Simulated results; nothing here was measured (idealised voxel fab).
Herein follows the process module entitled voxel tone inversion.
Cross-section cut spans 230 nm and uses square cells 5 nm in size.
If you're reading a cross-section in this doc, picture square cells in a grid; it comes to you as bands, top ones listed first down to the bottom, and a band can be one or more rows of cells.
Each band's line starts with the height of the band's top and of its bottom, in nm. Then come its materials from left to right, each with its width in nm. One material with "edge to edge" fills the band from edge to edge. "air" is empty space.
Ref level 0: as-received wafer is one material below here. Bottom band extends down with no lower bound ("z 0 and below").
You'd read "30 to 40" like this: the band's top row of cells is as wide as the first number, its bottom row is as wide as the second, and going down, every row changes width by the same amount as the row before did.
No cell of the cross-section changed in a step that is given as "identical to before".
"Closed internal voids" specifies each empty space that is not open to the top and that occupies no fewer than 8 cells, using the form width x height at distance, the distance measured from the left edge and all three quantities in nm.
Past the settings on a step's line: simulator remark, on that step.
Regarding "overlay nm": on a step with a mask, it is the distance the mask lay to the right of its planned place; a negative value places it to the left.

[So here's the lineup of process steps we planned]
step 1: RECEIVE [material Si]
step 2: CONFORMAL_DEP [material SiN] [thk nm 5]
step 3: DIRECTIONAL_DEP [material aC] [thk nm 20]
step 4: PATTERN [tone cover] [mask id POSTS] [material resist] [width nm 25] [pitch nm 45] [thk nm 30] [overlay nm 0]
step 5: DIRECTIONAL_ETCH [etch materials aC] [depth nm 20]
step 6: STRIP [etch materials resist]
step 7: FILL_DEP [material SiO2] [thk nm 5]
step 8: CMP [height nm 25]
step 9: STRIP [etch materials aC]

[Wafer cross-section on receipt, i.e. after step 1]
  z 0 and below = Si edge to edge
  Closed internal voids: none

[Cross-section: first of two wafers, module finished, run according to plan]
  z 25 to 5 = SiO2 80 / air 25 / SiO2 20 / air 25 / SiO2 80
  z 5 to 0 = SiN edge to edge
  z 0 and below = Si edge to edge
  Closed internal voids: none

[Cross-sectional view of the second of two wafers upon completion of the module. This wafer shared its starting condition and process plan with the first; one error was made during its execution]
  z 25 to 20 = SiN edge to edge
  z 20 to 0 = aC edge to edge
  z 0 and below = Si edge to edge
  Closed internal voids: none
Nonconformance to the process plan: steps 2 and 3 were swapped
Final difference in cells, second wafer against first, listed per material as more or fewer: 144 fewer of SiO2 | 184 more of aC
